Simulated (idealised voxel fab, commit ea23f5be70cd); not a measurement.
Title: Process Module voxel capacitor over wiring
This is section cut - it's 280 nm across, gridded in 5 nm square cells.
A cross-section is a grid of square cells, given in bands from the top down. A band is one or more rows of cells. Band: top height; bottom height; in nm. Then, left to right: material with width in nm, for each material. "full width": a single material spanning edge to edge. "empty": empty space. Below 0: as-received wafer, all one material; heights counted from there. Lowest band: no bottom, goes on down, written "0 -> down". A two-number width, for instance "30->40", indicates that the width is equal to the first number in the top row of the band and to the second number in the bottom row, and that it changes by a constant amount per row of cells. "no change occurred" -> step changed no cross-section cell. In "Closed voids list" the enclosed voids are listed, meaning empty spaces of 8 cells or larger without any opening to the top. The form is width x height at distance, distance from the left edge, units nm. Step line, after settings: the simulator's comment on this step. "overlay nm", when on a step's line for a step with a mask, measures how far to the right of its planned place the mask lay; a negative measure means to the left. The remainder of this document consists of a sequence of paired cross-sections. Each pair presents the cross-section prior to one process step together with the cross-section following it, the latter being rendered only as deep as the lowest band that underwent change. The intervening step, together with its settings, is stated beneath each pair. Because the pairs may originate from different runs of this module on the same starting wafer, a given pair is to be read as continuing from the preceding pair only where its entry headed "Before this step" so indicates.

Before this step
* 105 -> 90 | SiO2 (100); empty (15); SiO2 (165)
* 90 -> 85 | SiO2 (90); TiN (75); SiO2 (115)
* 85 -> 80 | SiO2 (90); SiN (75); SiO2 (115)
* 80 -> 75 | SiO2 (85); TiN (85); SiO2 (110)
* 75 -> 55 | SiO2 (90); TiN (5); W (5); TiN (5); SiO2 (175)
* 55 -> 50 | SiCN (90); TiN (15); SiCN (175)
* 50 -> 45 | SiCN (80); Ru (30); SiCN (60); Ru (30); SiCN (80)
* 45 -> 35 | lowk (85); TiN (5); W (10); TiN (5); lowk (70); TiN (5); W (10); TiN (5); lowk (85)
* 35 -> 30 | SiCN (85); TiN (20); SiCN (70); TiN (20); SiCN (85)
* 30 -> 0 | SiO2 full width
* 0 -> down | Si full width
* Closed voids list: none

Section, Post-Step
* 110 -> 105 | TiN (105); empty (5); TiN (170)
* 105 -> 95 | SiO2 (100); TiN (5); empty (5); TiN (5); SiO2 (165)
* 95 -> 85 | SiO2 (100->90); TiN (15->75); SiO2 (165->115)
* Note: structure below 85 unchanged.
* Closed voids list: none
The before and after cross-sections above are linked by CONFORMAL_DEP,material TiN,thk nm 5

Before this step: Reference is made to the cross-section shown after the step in the pair directly above, which represents the state prior to this step.

Section, Post-Step
* 120 -> 110 | W full width
* 110 -> 105 | TiN (105); W (5); TiN (170)
* 105 -> 95 | SiO2 (100); TiN (5); W (5); TiN (5); SiO2 (165)
* Note: structure below 95 unchanged.
* Closed voids list: none
The before and after cross-sections above are linked by FILL_DEP,material W,thk nm 10

Before this step: Reference is made to the cross-section shown after the step in the pair directly above, which represents the state prior to this step.

Section, Post-Step
* 105 -> 95 | SiO2 (100); TiN (5); W (5); TiN (5); SiO2 (165)
* Note: structure below 95 unchanged.
* Closed voids list: none
The before and after cross-sections above are linked by CMP,height nm 105

Before this step: Reference is made to the cross-section shown after the step in the pair directly above, which represents the state prior to this step.

Section, Post-Step
* 110 -> 105 | SiN full width
* Note: structure below 105 unchanged.
* Closed voids list: none
The before and after cross-sections above are linked by CONFORMAL_DEP,material SiN,thk nm 5

Before this step
* 15 -> 0 | SiO2 full width
* 0 -> down | Si full width
* Closed voids list: none

Section, Post-Step
* 40 -> 15 | lowk full width
* Note: structure below 15 unchanged.
* Closed voids list: none
The before and after cross-sections above are linked by DIRECTIONAL_DEP,material lowk,thk nm 25

Before this step: Reference is made to the cross-section shown after the step in the pair directly above, which represents the state prior to this step.

Section, Post-Step
* 45 -> 40 | SiCN full width
* Note: structure below 40 unchanged.
* Closed voids list: none
The before and after cross-sections above are linked by CONFORMAL_DEP,material SiCN,thk nm 5

Before this step: Reference is made to the cross-section shown after the step in the pair directly above, which represents the state prior to this step.

Section, Post-Step
* 60 -> 45 | resist (85); empty (20); resist (70); empty (20); resist (85)
* Note: structure below 45 unchanged.
* Closed voids list: none
The before and after cross-sections above are linked by PATTERN,tone open,mask id METAL_1,material resist,width nm 20,pitch nm 90,thk nm 15,overlay nm 0

Before this step: Reference is made to the cross-section shown after the step in the pair directly above, which represents the state prior to this step.

Section, Post-Step
* 60 -> 45 | resist (85); empty (20); resist (70); empty (20); resist (85)
* 45 -> 40 | SiCN (85); empty (20); SiCN (70); empty (20); SiCN (85)
* Note: structure below 40 unchanged.
* Closed voids list: none
The before and after cross-sections above are linked by DIRECTIONAL_ETCH,etch materials SiCN,depth nm 5

Before this step: Reference is made to the cross-section shown after the step in the pair directly above, which represents the state prior to this step.

Section, Post-Step
* 45 -> 40 | SiCN (85); empty (20); SiCN (70); empty (20); SiCN (85)
* Note: structure below 40 unchanged.
* Closed voids list: none
The before and after cross-sections above are linked by STRIP,etch materials resist

Before this step: Reference is made to the cross-section shown after the step in the pair directly above, which represents the state prior to this step.

Section, Post-Step
* 50 -> 45 | TiN (90); empty (10); TiN (80); empty (10); TiN (90)
* 45 -> 40 | SiCN (85); TiN (20); SiCN (70); TiN (20); SiCN (85)
* Note: structure below 40 unchanged.
* Closed voids list: none
The before and after cross-sections above are linked by CONFORMAL_DEP,material TiN,thk nm 5

Before this step: Reference is made to the cross-section shown after the step in the pair directly above, which represents the state prior to this step.

Section, Post-Step
* 55 -> 50 | W full width
* 50 -> 45 | TiN (90); W (10); TiN (80); W (10); TiN (90)
* Note: structure below 45 unchanged.
* Closed voids list: none
The before and after cross-sections above are linked by FILL_DEP,material W,thk nm 5

Before this step: Reference is made to the cross-section shown after the step in the pair directly above, which represents the state prior to this step.

Section, Post-Step
* 45 -> 40 | SiCN (85); TiN (20); SiCN (70); TiN (20); SiCN (85)
* Note: structure below 40 unchanged.
* Closed voids list: none
The before and after cross-sections above are linked by CMP,height nm 45

Before this step: Reference is made to the cross-section shown after the step in the pair directly above, which represents the state prior to this step.

Section, Post-Step
* 50 -> 45 | empty (80); Ru (30); empty (60); Ru (30); empty (80)
* Note: structure below 45 unchanged.
* Closed voids list: none
The before and after cross-sections above are linked by EPI,material Ru,thk nm 5

Before this step: Reference is made to the cross-section shown after the step in the pair directly above, which represents the state prior to this step.

Section, Post-Step
* 55 -> 50 | SiCN full width
* 50 -> 45 | SiCN (80); Ru (30); SiCN (60); Ru (30); SiCN (80)
* Note: structure below 45 unchanged.
* Closed voids list: none
The before and after cross-sections above are linked by FILL_DEP,material SiCN,thk nm 5

Before this step: Reference is made to the cross-section shown after the step in the pair directly above, which represents the state prior to this step.

Section, Post-Step
* 75 -> 55 | SiO2 full width
* Note: structure below 55 unchanged.
* Closed voids list: none
The before and after cross-sections above are linked by DIRECTIONAL_DEP,material SiO2,thk nm 20

Before this step: Reference is made to the cross-section shown after the step in the pair directly above, which represents the state prior to this step.

Section, Post-Step
* 75 -> 55 | SiO2 (90); empty (15); SiO2 (175)
* Note: structure below 55 unchanged.
* Closed voids list: none
The before and after cross-sections above are linked by MASKED_ETCH,tone open,mask id PLUG_1,width nm 15,etch materials SiO2,depth nm 20,overlay nm 0

Before this step: Reference is made to the cross-section shown after the step in the pair directly above, which represents the state prior to this step.

Section, Post-Step
* 75 -> 55 | SiO2 (90); empty (15); SiO2 (175)
* 55 -> 50 | SiCN (90); empty (15); SiCN (175)
* Note: structure below 50 unchanged.
* Closed voids list: none
The before and after cross-sections above are linked by MASKED_ETCH,tone open,mask id PLUG_1,width nm 15,etch materials SiCN,depth nm 5,overlay nm 0

Before this step: Reference is made to the cross-section shown after the step in the pair directly above, which represents the state prior to this step.

Section, Post-Step
* 80 -> 75 | TiN (95); empty (5); TiN (180)
* 75 -> 55 | SiO2 (90); TiN (5); empty (5); TiN (5); SiO2 (175)
* 55 -> 50 | SiCN (90); TiN (15); SiCN (175)
* Note: structure below 50 unchanged.
* Closed voids list: none
The before and after cross-sections above are linked by CONFORMAL_DEP,material TiN,thk nm 5

Before this step: Reference is made to the cross-section shown after the step in the pair directly above, which represents the state prior to this step.

Section, Post-Step
* 90 -> 80 | W full width
* 80 -> 75 | TiN (95); W (5); TiN (180)
* 75 -> 55 | SiO2 (90); TiN (5); W (5); TiN (5); SiO2 (175)
* Note: structure below 55 unchanged.
* Closed voids list: none
The before and after cross-sections above are linked by FILL_DEP,material W,thk nm 10

Before this step: Reference is made to the cross-section shown after the step in the pair directly above, which represents the state prior to this step.

Section, Post-Step
* 75 -> 55 | SiO2 (90); TiN (5); W (5); TiN (5); SiO2 (175)
* Note: structure below 55 unchanged.
* Closed voids list: none
The before and after cross-sections above are linked by CMP,height nm 75

Before this step: Reference is made to the cross-section shown after the step in the pair directly above, which represents the state prior to this step.

Section, Post-Step
* 80 -> 75 | TiN full width
* Note: structure below 75 unchanged.
* Closed voids list: none
The before and after cross-sections above are linked by DIRECTIONAL_DEP,material TiN,thk nm 5

Before this step: Reference is made to the cross-section shown after the step in the pair directly above, which represents the state prior to this step.

Section, Post-Step
* 85 -> 80 | SiN full width
* Note: structure below 80 unchanged.
* Closed voids list: none
The before and after cross-sections above are linked by DIRECTIONAL_DEP,material SiN,thk nm 5

Before this step: Reference is made to the cross-section shown after the step in the pair directly above, which represents the state prior to this step.

Section, Post-Step
* 90 -> 85 | TiN full width
* Note: structure below 85 unchanged.
* Closed voids list: none
The before and after cross-sections above are linked by DIRECTIONAL_DEP,material TiN,thk nm 5

Before this step: Reference is made to the cross-section shown after the step in the pair directly above, which represents the state prior to this step.

Section, Post-Step
* 90 -> 85 | empty (90); TiN (75); empty (115)
* Note: structure below 85 unchanged.
* Closed voids list: none
The before and after cross-sections above are linked by MASKED_ETCH,tone cover,mask id UPPER_PLATE,width nm 75,etch materials TiN,depth nm 5,overlay nm 0

Before this step: Reference is made to the cross-section shown after the step in the pair directly above, which represents the state prior to this step.

Section, Post-Step
* 90 -> 85 | empty (90); TiN (75); empty (115)
* 85 -> 80 | empty (90); SiN (75); empty (115)
* Note: structure below 80 unchanged.
* Closed voids list: none
The before and after cross-sections above are linked by MASKED_ETCH,tone cover,mask id UPPER_PLATE,width nm 75,etch materials SiN,depth nm 5,overlay nm 0

Before this step: Reference is made to the cross-section shown after the step in the pair directly above, which represents the state prior to this step.

Section, Post-Step
* 90 -> 85 | empty (90); TiN (75); empty (115)
* 85 -> 80 | empty (90); SiN (75); empty (115)
* 80 -> 75 | empty (85); TiN (85); empty (110)
* Note: structure below 75 unchanged.
* Closed voids list: none
The before and after cross-sections above are linked by MASKED_ETCH,tone cover,mask id LOWER_PLATE,width nm 85,etch materials TiN,depth nm 5,overlay nm 0

Before this step: Reference is made to the cross-section shown after the step in the pair directly above, which represents the state prior to this step.

Section, Post-Step
* 110 -> 90 | SiO2 full width
* 90 -> 85 | SiO2 (90); TiN (75); SiO2 (115)
* 85 -> 80 | SiO2 (90); SiN (75); SiO2 (115)
* 80 -> 75 | SiO2 (85); TiN (85); SiO2 (110)
* Note: structure below 75 unchanged.
* Closed voids list: none
The before and after cross-sections above are linked by FILL_DEP,material SiO2,thk nm 20

Before this step: Reference is made to the cross-section shown after the step in the pair directly above, which represents the state prior to this step.

Section, Post-Step
* 105 -> 90 | SiO2 full width
* Note: structure below 90 unchanged.
* Closed voids list: none
The before and after cross-sections above are linked by CMP,height nm 105

Before this step: Reference is made to the cross-section shown after the step in the pair directly above, which represents the state prior to this step.

Section, Post-Step
* 120 -> 105 | resist (100); empty (15); resist (165)
* Note: structure below 105 unchanged.
* Closed voids list: none
The before and after cross-sections above are linked by PATTERN,tone open,mask id PLUG_2,material resist,width nm 15,thk nm 15,overlay nm 0

Before this step: Reference is made to the cross-section shown after the step in the pair directly above, which represents the state prior to this step.

Section, Post-Step
* 120 -> 105 | resist (100); empty (15); resist (165)
* 105 -> 90 | SiO2 (100); empty (15); SiO2 (165)
* Note: structure below 90 unchanged.
* Closed voids list: none
The before and after cross-sections above are linked by DIRECTIONAL_ETCH,etch materials SiO2,depth nm 15

Before this step: Reference is made to the cross-section shown after the step in the pair directly above, which represents the state prior to this step.

Section, Post-Step
* 105 -> 90 | SiO2 (100); empty (15); SiO2 (165)
* Note: structure below 90 unchanged.
* Closed voids list: none
The before and after cross-sections above are linked by STRIP,etch materials resist

Before this step: Reference is made to the cross-section shown after the step in the pair directly above, which represents the state prior to this step.

Section, Post-Step
* 110 -> 105 | TiN (105); empty (5); TiN (170)
* 105 -> 95 | SiO2 (100); TiN (5); empty (5); TiN (5); SiO2 (165)
* 95 -> 85 | SiO2 (100->90); TiN (15->75); SiO2 (165->115)
* Note: structure below 85 unchanged.
* Closed voids list: none
The before and after cross-sections above are linked by CONFORMAL_DEP,material TiN,thk nm 5

Before this step: Reference is made to the cross-section shown after the step in the pair directly above, which represents the state prior to this step.

Section, Post-Step
* 120 -> 110 | W full width
* 110 -> 105 | TiN (105); W (5); TiN (170)
* 105 -> 95 | SiO2 (100); TiN (5); W (5); TiN (5); SiO2 (165)
* Note: structure below 95 unchanged.
* Closed voids list: none
The before and after cross-sections above are linked by FILL_DEP,material W,thk nm 10

Before this step: Reference is made to the cross-section shown after the step in the pair directly above, which represents the state prior to this step.

Section, Post-Step
* 105 -> 95 | SiO2 (100); TiN (5); W (5); TiN (5); SiO2 (165)
* Note: structure below 95 unchanged.
* Closed voids list: none
The before and after cross-sections above are linked by CMP,height nm 105

Before this step: Reference is made to the cross-section shown after the step in the pair directly above, which represents the state prior to this step.

Section, Post-Step
* 110 -> 105 | SiN full width
* Note: structure below 105 unchanged.
* Closed voids list: none
The before and after cross-sections above are linked by CONFORMAL_DEP,material SiN,thk nm 5

Before this step
* 55 -> 50 | SiCN full width
* 50 -> 45 | SiCN (80); Ru (30); SiCN (60); Ru (30); SiCN (80)
* 45 -> 20 | lowk (85); TiN (5); W (10); TiN (5); lowk (70); TiN (5); W (10); TiN (5); lowk (85)
* 20 -> 15 | SiCN (85); TiN (20); SiCN (70); TiN (20); SiCN (85)
* 15 -> 0 | SiO2 full width
* 0 -> down | Si full width
* Closed voids list: none

Section, Post-Step
* 70 -> 55 | SiO2 full width
* Note: structure below 55 unchanged.
* Closed voids list: none
The before and after cross-sections above are linked by DIRECTIONAL_DEP,material SiO2,thk nm 15

Before this step: Reference is made to the cross-section shown after the step in the pair directly above, which represents the state prior to this step.

Section, Post-Step
* 70 -> 55 | SiO2 (90); empty (15); SiO2 (175)
* Note: structure below 55 unchanged.
* Closed voids list: none
The before and after cross-sections above are linked by MASKED_ETCH,tone open,mask id PLUG_1,width nm 15,etch materials SiO2,depth nm 20,overlay nm 0

Before this step: Reference is made to the cross-section shown after the step in the pair directly above, which represents the state prior to this step.

Section, Post-Step
* 70 -> 55 | SiO2 (90); empty (15); SiO2 (175)
* 55 -> 50 | SiCN (90); empty (15); SiCN (175)
* Note: structure below 50 unchanged.
* Closed voids list: none
The before and after cross-sections above are linked by MASKED_ETCH,tone open,mask id PLUG_1,width nm 15,etch materials SiCN,depth nm 5,overlay nm 0

Before this step: Reference is made to the cross-section shown after the step in the pair directly above, which represents the state prior to this step.

Section, Post-Step
* 75 -> 70 | TiN (95); empty (5); TiN (180)
* 70 -> 55 | SiO2 (90); TiN (5); empty (5); TiN (5); SiO2 (175)
* 55 -> 50 | SiCN (90); TiN (15); SiCN (175)
* Note: structure below 50 unchanged.
* Closed voids list: none
The before and after cross-sections above are linked by CONFORMAL_DEP,material TiN,thk nm 5

Before this step: Reference is made to the cross-section shown after the step in the pair directly above, which represents the state prior to this step.

Section, Post-Step
* 85 -> 75 | W full width
* 75 -> 70 | TiN (95); W (5); TiN (180)
* 70 -> 55 | SiO2 (90); TiN (5); W (5); TiN (5); SiO2 (175)
* Note: structure below 55 unchanged.
* Closed voids list: none
The before and after cross-sections above are linked by FILL_DEP,material W,thk nm 10

Before this step: Reference is made to the cross-section shown after the step in the pair directly above, which represents the state prior to this step.

Section, Post-Step
* 75 -> 70 | TiN (95); W (5); TiN (180)
* Note: structure below 70 unchanged.
* Closed voids list: none
The before and after cross-sections above are linked by CMP,height nm 75

Before this step: Reference is made to the cross-section shown after the step in the pair directly above, which represents the state prior to this step.

Section, Post-Step
* 80 -> 75 | TiN full width
* Note: structure below 75 unchanged.
* Closed voids list: none
The before and after cross-sections above are linked by DIRECTIONAL_DEP,material TiN,thk nm 5

Before this step: Reference is made to the cross-section shown after the step in the pair directly above, which represents the state prior to this step.

Section, Post-Step
* 85 -> 80 | SiN full width
* Note: structure below 80 unchanged.
* Closed voids list: none
The before and after cross-sections above are linked by DIRECTIONAL_DEP,material SiN,thk nm 5

Before this step: Reference is made to the cross-section shown after the step in the pair directly above, which represents the state prior to this step.

Section, Post-Step
* 90 -> 85 | TiN full width
* Note: structure below 85 unchanged.
* Closed voids list: none
The before and after cross-sections above are linked by DIRECTIONAL_DEP,material TiN,thk nm 5

Before this step: Reference is made to the cross-section shown after the step in the pair directly above, which represents the state prior to this step.

Section, Post-Step
* 90 -> 85 | empty (90); TiN (75); empty (115)
* Note: structure below 85 unchanged.
* Closed voids list: none
The before and after cross-sections above are linked by MASKED_ETCH,tone cover,mask id UPPER_PLATE,width nm 75,etch materials TiN,depth nm 5,overlay nm 0

Before this step: Reference is made to the cross-section shown after the step in the pair directly above, which represents the state prior to this step.

Section, Post-Step
* 90 -> 85 | empty (90); TiN (75); empty (115)
* 85 -> 80 | empty (90); SiN (75); empty (115)
* Note: structure below 80 unchanged.
* Closed voids list: none
The before and after cross-sections above are linked by MASKED_ETCH,tone cover,mask id UPPER_PLATE,width nm 75,etch materials SiN,depth nm 5,overlay nm 0

Before this step: Reference is made to the cross-section shown after the step in the pair directly above, which represents the state prior to this step.

Section, Post-Step
* 90 -> 85 | empty (90); TiN (75); empty (115)
* 85 -> 80 | empty (90); SiN (75); empty (115)
* 80 -> 75 | empty (85); TiN (85); empty (110)
* Note: structure below 75 unchanged.
* Closed voids list: none
The before and after cross-sections above are linked by MASKED_ETCH,tone cover,mask id LOWER_PLATE,width nm 85,etch materials TiN,depth nm 5,overlay nm 0

Before this step: Reference is made to the cross-section shown after the step in the pair directly above, which represents the state prior to this step.

Section, Post-Step
* 110 -> 90 | SiO2 full width
* 90 -> 85 | SiO2 (90); TiN (75); SiO2 (115)
* 85 -> 80 | SiO2 (90); SiN (75); SiO2 (115)
* 80 -> 75 | SiO2 (85); TiN (85); SiO2 (110)
* Note: structure below 75 unchanged.
* Closed voids list: none
The before and after cross-sections above are linked by FILL_DEP,material SiO2,thk nm 20

Before this step: Reference is made to the cross-section shown after the step in the pair directly above, which represents the state prior to this step.

Section, Post-Step
* 105 -> 90 | SiO2 full width
* Note: structure below 90 unchanged.
* Closed voids list: none
The before and after cross-sections above are linked by CMP,height nm 105

Before this step: Reference is made to the cross-section shown after the step in the pair directly above, which represents the state prior to this step.

Section, Post-Step
* 120 -> 105 | resist (100); empty (15); resist (165)
* Note: structure below 105 unchanged.
* Closed voids list: none
The before and after cross-sections above are linked by PATTERN,tone open,mask id PLUG_2,material resist,width nm 15,thk nm 15,overlay nm 0

Before this step: Reference is made to the cross-section shown after the step in the pair directly above, which represents the state prior to this step.

Section, Post-Step
* 120 -> 105 | resist (100); empty (15); resist (165)
* 105 -> 90 | SiO2 (100); empty (15); SiO2 (165)
* Note: structure below 90 unchanged.
* Closed voids list: none
The before and after cross-sections above are linked by DIRECTIONAL_ETCH,etch materials SiO2,depth nm 15

Before this step: Reference is made to the cross-section shown after the step in the pair directly above, which represents the state prior to this step.

Section, Post-Step
* 105 -> 90 | SiO2 (100); empty (15); SiO2 (165)
* Note: structure below 90 unchanged.
* Closed voids list: none
The before and after cross-sections above are linked by STRIP,etch materials resist

Before this step: Reference is made to the cross-section shown after the step in the pair directly above, which represents the state prior to this step.

Section, Post-Step
* 110 -> 105 | TiN (105); empty (5); TiN (170)
* 105 -> 95 | SiO2 (100); TiN (5); empty (5); TiN (5); SiO2 (165)
* 95 -> 85 | SiO2 (100->90); TiN (15->75); SiO2 (165->115)
* Note: structure below 85 unchanged.
* Closed voids list: none
The before and after cross-sections above are linked by CONFORMAL_DEP,material TiN,thk nm 5

Before this step: Reference is made to the cross-section shown after the step in the pair directly above, which represents the state prior to this step.

Section, Post-Step
* 120 -> 110 | W full width
* 110 -> 105 | TiN (105); W (5); TiN (170)
* 105 -> 95 | SiO2 (100); TiN (5); W (5); TiN (5); SiO2 (165)
* Note: structure below 95 unchanged.
* Closed voids list: none
The before and after cross-sections above are linked by FILL_DEP,material W,thk nm 10

Before this step: Reference is made to the cross-section shown after the step in the pair directly above, which represents the state prior to this step.

Section, Post-Step
* 105 -> 95 | SiO2 (100); TiN (5); W (5); TiN (5); SiO2 (165)
* Note: structure below 95 unchanged.
* Closed voids list: none
The before and after cross-sections above are linked by CMP,height nm 105

Before this step: Reference is made to the cross-section shown after the step in the pair directly above, which represents the state prior to this step.

Section, Post-Step
* 110 -> 105 | SiN full width
* Note: structure below 105 unchanged.
* Closed voids list: none
The before and after cross-sections above are linked by CONFORMAL_DEP,material SiN,thk nm 5

Before this step
* 105 -> 90 | SiO2 full width
* 90 -> 85 | SiO2 (90); TiN (75); SiO2 (115)
* 85 -> 80 | SiO2 (90); SiN (75); SiO2 (115)
* 80 -> 75 | SiO2 (85); TiN (85); SiO2 (110)
* 75 -> 55 | SiO2 (90); TiN (5); W (5); TiN (5); SiO2 (175)
* 55 -> 50 | SiCN (90); TiN (15); SiCN (175)
* 50 -> 45 | SiCN (80); Ru (30); SiCN (60); Ru (30); SiCN (80)
* 45 -> 20 | lowk (85); TiN (5); W (10); TiN (5); lowk (70); TiN (5); W (10); TiN (5); lowk (85)
* 20 -> 15 | SiCN (85); TiN (20); SiCN (70); TiN (20); SiCN (85)
* 15 -> 0 | SiO2 full width
* 0 -> down | Si full width
* Closed voids list: none

Section, Post-Step
* 120 -> 105 | resist (95); empty (25); resist (160)
* Note: structure below 105 unchanged.
* Closed voids list: none
The before and after cross-sections above are linked by PATTERN,tone open,mask id PLUG_2,material resist,width nm 25,thk nm 15,overlay nm 0

Before this step: Reference is made to the cross-section shown after the step in the pair directly above, which represents the state prior to this step.

Section, Post-Step
* 120 -> 105 | resist (95); empty (25); resist (160)
* 105 -> 90 | SiO2 (95); empty (25); SiO2 (160)
* Note: structure below 90 unchanged.
* Closed voids list: none
The before and after cross-sections above are linked by DIRECTIONAL_ETCH,etch materials SiO2,depth nm 15

Before this step: Reference is made to the cross-section shown after the step in the pair directly above, which represents the state prior to this step.

Section, Post-Step
* 105 -> 90 | SiO2 (95); empty (25); SiO2 (160)
* Note: structure below 90 unchanged.
* Closed voids list: none
The before and after cross-sections above are linked by STRIP,etch materials resist

Before this step: Reference is made to the cross-section shown after the step in the pair directly above, which represents the state prior to this step.

Section, Post-Step
* 110 -> 105 | TiN (100); empty (15); TiN (165)
* 105 -> 95 | SiO2 (95); TiN (5); empty (15); TiN (5); SiO2 (160)
* 95 -> 85 | SiO2 (95->90); TiN (25->75); SiO2 (160->115)
* Note: structure below 85 unchanged.
* Closed voids list: none
The before and after cross-sections above are linked by CONFORMAL_DEP,material TiN,thk nm 5

Before this step: Reference is made to the cross-section shown after the step in the pair directly above, which represents the state prior to this step.

Section, Post-Step
* 120 -> 110 | W full width
* 110 -> 105 | TiN (100); W (15); TiN (165)
* 105 -> 95 | SiO2 (95); TiN (5); W (15); TiN (5); SiO2 (160)
* Note: structure below 95 unchanged.
* Closed voids list: none
The before and after cross-sections above are linked by FILL_DEP,material W,thk nm 10

Before this step: Reference is made to the cross-section shown after the step in the pair directly above, which represents the state prior to this step.

Section, Post-Step
* 105 -> 95 | SiO2 (95); TiN (5); W (15); TiN (5); SiO2 (160)
* Note: structure below 95 unchanged.
* Closed voids list: none
The before and after cross-sections above are linked by CMP,height nm 105

Before this step: Reference is made to the cross-section shown after the step in the pair directly above, which represents the state prior to this step.

Section, Post-Step
* 110 -> 105 | SiN full width
* Note: structure below 105 unchanged.
* Closed voids list: none
The before and after cross-sections above are linked by CONFORMAL_DEP,material SiN,thk nm 5

Before this step
* 90 -> 85 | empty (90); TiN (75); empty (115)
* 85 -> 80 | SiN full width
* 80 -> 75 | TiN full width
* 75 -> 55 | SiO2 (90); TiN (5); W (5); TiN (5); SiO2 (175)
* 55 -> 50 | SiCN (90); TiN (15); SiCN (175)
* 50 -> 45 | SiCN (80); Ru (30); SiCN (60); Ru (30); SiCN (80)
* 45 -> 20 | lowk (85); TiN (5); W (10); TiN (5); lowk (70); TiN (5); W (10); TiN (5); lowk (85)
* 20 -> 15 | SiCN (85); TiN (20); SiCN (70); TiN (20); SiCN (85)
* 15 -> 0 | SiO2 full width
* 0 -> down | Si full width
* Closed voids list: none

Section, Post-Step
* 90 -> 85 | empty (90); TiN (75); empty (115)
* 85 -> 80 | empty (80); SiN (85); empty (115)
* Note: structure below 80 unchanged.
* Closed voids list: none
The before and after cross-sections above are linked by MASKED_ETCH,tone cover,mask id UPPER_PLATE,width nm 75,etch materials SiN,depth nm 5,overlay nm -10

Before this step: Reference is made to the cross-section shown after the step in the pair directly above, which represents the state prior to this step.

Section, Post-Step
* 90 -> 85 | empty (90); TiN (75); empty (115)
* 85 -> 80 | empty (80); SiN (85); empty (115)
* 80 -> 75 | empty (80); TiN (90); empty (110)
* Note: structure below 75 unchanged.
* Closed voids list: none
The before and after cross-sections above are linked by MASKED_ETCH,tone cover,mask id LOWER_PLATE,width nm 85,etch materials TiN,depth nm 5,overlay nm 0

Before this step: Reference is made to the cross-section shown after the step in the pair directly above, which represents the state prior to this step.

Section, Post-Step
* 110 -> 90 | SiO2 full width
* 90 -> 85 | SiO2 (90); TiN (75); SiO2 (115)
* 85 -> 80 | SiO2 (80); SiN (85); SiO2 (115)
* 80 -> 75 | SiO2 (80); TiN (90); SiO2 (110)
* Note: structure below 75 unchanged.
* Closed voids list: none
The before and after cross-sections above are linked by FILL_DEP,material SiO2,thk nm 20

Before this step: Reference is made to the cross-section shown after the step in the pair directly above, which represents the state prior to this step.

Section, Post-Step
* 105 -> 90 | SiO2 full width
* Note: structure below 90 unchanged.
* Closed voids list: none
The before and after cross-sections above are linked by CMP,height nm 105

Before this step: Reference is made to the cross-section shown after the step in the pair directly above, which represents the state prior to this step.

Section, Post-Step
* 120 -> 105 | resist (100); empty (15); resist (165)
* Note: structure below 105 unchanged.
* Closed voids list: none
The before and after cross-sections above are linked by PATTERN,tone open,mask id PLUG_2,material resist,width nm 15,thk nm 15,overlay nm 0

Before this step: Reference is made to the cross-section shown after the step in the pair directly above, which represents the state prior to this step.

Section, Post-Step
* 120 -> 105 | resist (100); empty (15); resist (165)
* 105 -> 90 | SiO2 (100); empty (15); SiO2 (165)
* Note: structure below 90 unchanged.
* Closed voids list: none
The before and after cross-sections above are linked by DIRECTIONAL_ETCH,etch materials SiO2,depth nm 15

Before this step: Reference is made to the cross-section shown after the step in the pair directly above, which represents the state prior to this step.

Section, Post-Step
* 105 -> 90 | SiO2 (100); empty (15); SiO2 (165)
* Note: structure below 90 unchanged.
* Closed voids list: none
The before and after cross-sections above are linked by STRIP,etch materials resist

Before this step: Reference is made to the cross-section shown after the step in the pair directly above, which represents the state prior to this step.

Section, Post-Step
* 110 -> 105 | TiN (105); empty (5); TiN (170)
* 105 -> 95 | SiO2 (100); TiN (5); empty (5); TiN (5); SiO2 (165)
* 95 -> 85 | SiO2 (100->90); TiN (15->75); SiO2 (165->115)
* Note: structure below 85 unchanged.
* Closed voids list: none
The before and after cross-sections above are linked by CONFORMAL_DEP,material TiN,thk nm 5

Before this step: Reference is made to the cross-section shown after the step in the pair directly above, which represents the state prior to this step.

Section, Post-Step
* 120 -> 110 | W full width
* 110 -> 105 | TiN (105); W (5); TiN (170)
* 105 -> 95 | SiO2 (100); TiN (5); W (5); TiN (5); SiO2 (165)
* Note: structure below 95 unchanged.
* Closed voids list: none
The before and after cross-sections above are linked by FILL_DEP,material W,thk nm 10

Before this step: Reference is made to the cross-section shown after the step in the pair directly above, which represents the state prior to this step.

Section, Post-Step
* 105 -> 95 | SiO2 (100); TiN (5); W (5); TiN (5); SiO2 (165)
* Note: structure below 95 unchanged.
* Closed voids list: none
The before and after cross-sections above are linked by CMP,height nm 105

Before this step: Reference is made to the cross-section shown after the step in the pair directly above, which represents the state prior to this step.

Section, Post-Step
* 110 -> 105 | SiN full width
* Note: structure below 105 unchanged.
* Closed voids list: none
The before and after cross-sections above are linked by CONFORMAL_DEP,material SiN,thk nm 5

Before this step
* 105 -> 90 | SiO2 (100); empty (15); SiO2 (165)
* 90 -> 85 | SiO2 (90); TiN (75); SiO2 (115)
* 85 -> 80 | SiO2 (90); SiN (75); SiO2 (115)
* 80 -> 75 | SiO2 (85); TiN (85); SiO2 (110)
* 75 -> 55 | SiO2 (90); TiN (5); W (5); TiN (5); SiO2 (175)
* 55 -> 50 | SiCN (90); TiN (15); SiCN (175)
* 50 -> 45 | SiCN (80); Ru (30); SiCN (60); Ru (30); SiCN (80)
* 45 -> 20 | lowk (85); TiN (5); W (10); TiN (5); lowk (70); TiN (5); W (10); TiN (5); lowk (85)
* 20 -> 15 | SiCN (85); TiN (20); SiCN (70); TiN (20); SiCN (85)
* 15 -> 0 | SiO2 full width
* 0 -> down | Si full width
* Closed voids list: none

Section, Post-Step
* 110 -> 105 | lowk (105); empty (5); lowk (170)
* 105 -> 95 | SiO2 (100); lowk (5); empty (5); lowk (5); SiO2 (165)
* 95 -> 90 | SiO2 (100); lowk (15); SiO2 (165)
* Note: structure below 90 unchanged.
* Closed voids list: none
The before and after cross-sections above are linked by CONFORMAL_DEP,material lowk,thk nm 5

Before this step: Reference is made to the cross-section shown after the step in the pair directly above, which represents the state prior to this step.

Section, Post-Step
* 120 -> 110 | W full width
* 110 -> 105 | lowk (105); W (5); lowk (170)
* 105 -> 95 | SiO2 (100); lowk (5); W (5); lowk (5); SiO2 (165)
* Note: structure below 95 unchanged.
* Closed voids list: none
The before and after cross-sections above are linked by FILL_DEP,material W,thk nm 10

Before this step: Reference is made to the cross-section shown after the step in the pair directly above, which represents the state prior to this step.

Section, Post-Step
* 105 -> 95 | SiO2 (100); lowk (5); W (5); lowk (5); SiO2 (165)
* Note: structure below 95 unchanged.
* Closed voids list: none
The before and after cross-sections above are linked by CMP,height nm 105
